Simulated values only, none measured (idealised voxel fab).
Process module in this document: voxel released beams
We display cut, a cross-section 295 nm in width whose square cells are each 5 nm.
When this document writes out a cross-section, it uses a grid of square cells and lists it as bands, beginning at the top and moving down, with a band standing for one or more rows of cells.
Read a band's entry like this: the first values are the height of its top and the height of its bottom in nm, and what follows is the sequence of materials from left to right, each with its width in nm. Note that "air" is empty space, and that a single material marked "everywhere" reaches across the band from edge to edge.
For the purposes of this specification, 0 denotes the height below which the wafer in its as-received condition is composed wholly of one material, and the lowermost band, lacking a lower limit, extends downward without end, as expressed in "0 nm and below".
The width entry "30 to 40" should be interpreted row by row: the top row of cells in the band takes the first number, the bottom row takes the second number, and the change between adjacent rows is uniform throughout.
"remained unchanged" means the step left every cell of the cross-section as it was.
In the "Trapped void list" entry, you get each enclosed empty space of 8 cells or more, one with no open way to the top, written width x height at distance, distance from the left edge, in nm.
Where a step's line continues beyond its settings, the continuation is a remark by the simulator itself on that step.
A step line may carry the setting "overlay nm", which, for steps involving a mask, states the distance by which the mask lay to the right of its intended position; negative values denote displacement to the left.
Process steps (planned)
1,RECEIVE [material Si]
2,CONFORMAL_DEP [material Al2O3] [thk nm 10]
3,DIRECTIONAL_DEP [material SiO2] [thk nm 15]
4,PATTERN [tone open] [mask id ANCHOR] [material resist] [width nm 35] [thk nm 20] [overlay nm 0]
5,DIRECTIONAL_ETCH [etch materials SiO2] [depth nm 15]
6,STRIP [etch materials resist]
7,CONFORMAL_DEP [material SiN] [thk nm 15]
8,DIRECTIONAL_DEP [material aC] [thk nm 15]
9,PATTERN [tone cover] [mask id BEAM] [material resist] [width nm 115] [thk nm 30] [overlay nm 0]
10,DIRECTIONAL_ETCH [etch materials aC] [depth nm 15]
11,STRIP [etch materials resist]
12,DIRECTIONAL_ETCH [etch materials SiN] [depth nm 15]
13,STRIP [etch materials aC]
14,STRIP [etch materials SiO2]
Delivered wafer in cross-section: state after step 1
  0 nm and below: Si everywhere
  Trapped void list: none
First wafer of two, sectioned at end of module; run went per plan
  40 nm to 25 nm: air 85, then SiN 20, then air 5, then SiN 90, then air 95
  25 nm to 10 nm: air 90, then SiN 35, then air 170
  10 nm to 0 nm: Al2O3 everywhere
  0 nm and below: Si everywhere
  Trapped void list: none
Now the second wafer, cross-sectioned at the end of the module. Nothing different at the start, nothing different in the plan compared with the first, just one mistake when it was actually run
  40 nm to 25 nm: air 85, then SiN 10, then air 5, then SiN 100, then air 95
  25 nm to 10 nm: air 80, then SiN 35, then air 180
  10 nm to 0 nm: Al2O3 everywhere
  0 nm and below: Si everywhere
  Trapped void list: none
Diagnosis: step 4 ran as: PATTERN [tone open] [mask id ANCHOR] [material resist] [width nm 35] [thk nm 20] [overlay nm -10]
Heads up: at the end the two wafers have identical cell counts per material, they're just laid out differently.
